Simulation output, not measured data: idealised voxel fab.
Name of the process module below: voxel spacer lines
This is section cut - it's 180 nm across, gridded in 5 nm square cells.
We lay out every cross-section as a grid of square cells and spell it out in bands from the top down, where one band means one or more rows of cells. It is stipulated that each band's entry specify, in nanometres, the height of the top of the band and then that of its bottom, followed by the materials of the band in left-to-right sequence, each together with its width in nanometres. A single material marked by the word "full width" is understood to fill the band from edge to edge; the word "empty" is understood to denote empty space. Heights are reckoned from 0. Under this level, the received wafer is all of one material. The bottommost band is open-ended downward, for example "from 0 down". Think of "30 to 40" as a width that walks from the first number to the second as you go down the band, top row to bottom row, taking equal-sized steps from row to row. Where the words "no change" appear for a step, the cross-section shows no cell changed by that step; every cell remained as before. "Unvented internal voids" - sealed voids, min. 8 cells, no opening to top; format: width x height at distance (distance from left edge; nm throughout). Note: text after step settings on the step line = simulator remark on that step. Steps that use a mask can have "overlay nm" on their line. It says how far the mask sat to the right of where it was meant to be. Negative means to the left.

### The following list gives the planned process steps
- 1: RECEIVE, material Si
- 2: CONFORMAL_DEP, material Al2O3, thk nm 10
- 3: DIRECTIONAL_DEP, material TiN, thk nm 10
- 4: DIRECTIONAL_DEP, material aC, thk nm 30
- 5: PATTERN, tone cover, mask id MANDREL, material resist, width nm 25, pitch nm 70, thk nm 35, overlay nm 0
- 6: DIRECTIONAL_ETCH, etch materials aC, depth nm 30
- 7: STRIP, etch materials resist
- 8: CONFORMAL_DEP, material SiN, thk nm 10
- 9: DIRECTIONAL_ETCH, etch materials SiN, depth nm 10
- 10: STRIP, etch materials aC
- 11: DIRECTIONAL_ETCH, etch materials TiN, depth nm 10
- 12: STRIP, etch materials SiN
- 13: FILL_DEP, material lowk, thk nm 10
- 14: CMP, height nm 20

### As received (post step 1): cross-section
  from 0 down | Si full width
  Unvented internal voids: none

### Cross-section at module end, one run error; start and plan unchanged from above
  from 20 to 10 | 30 of lowk; 10 of TiN; 25 of lowk; 10 of TiN; 25 of lowk; 10 of TiN; 25 of lowk; 10 of TiN; 35 of lowk
  from 10 to 0 | lowk full width
  from 0 down | Si full width
  Unvented internal voids: none
Here's what went sideways: step 2 ran with different settings than intended, the actual operation and settings being CONFORMAL_DEP, material lowk, thk nm 10
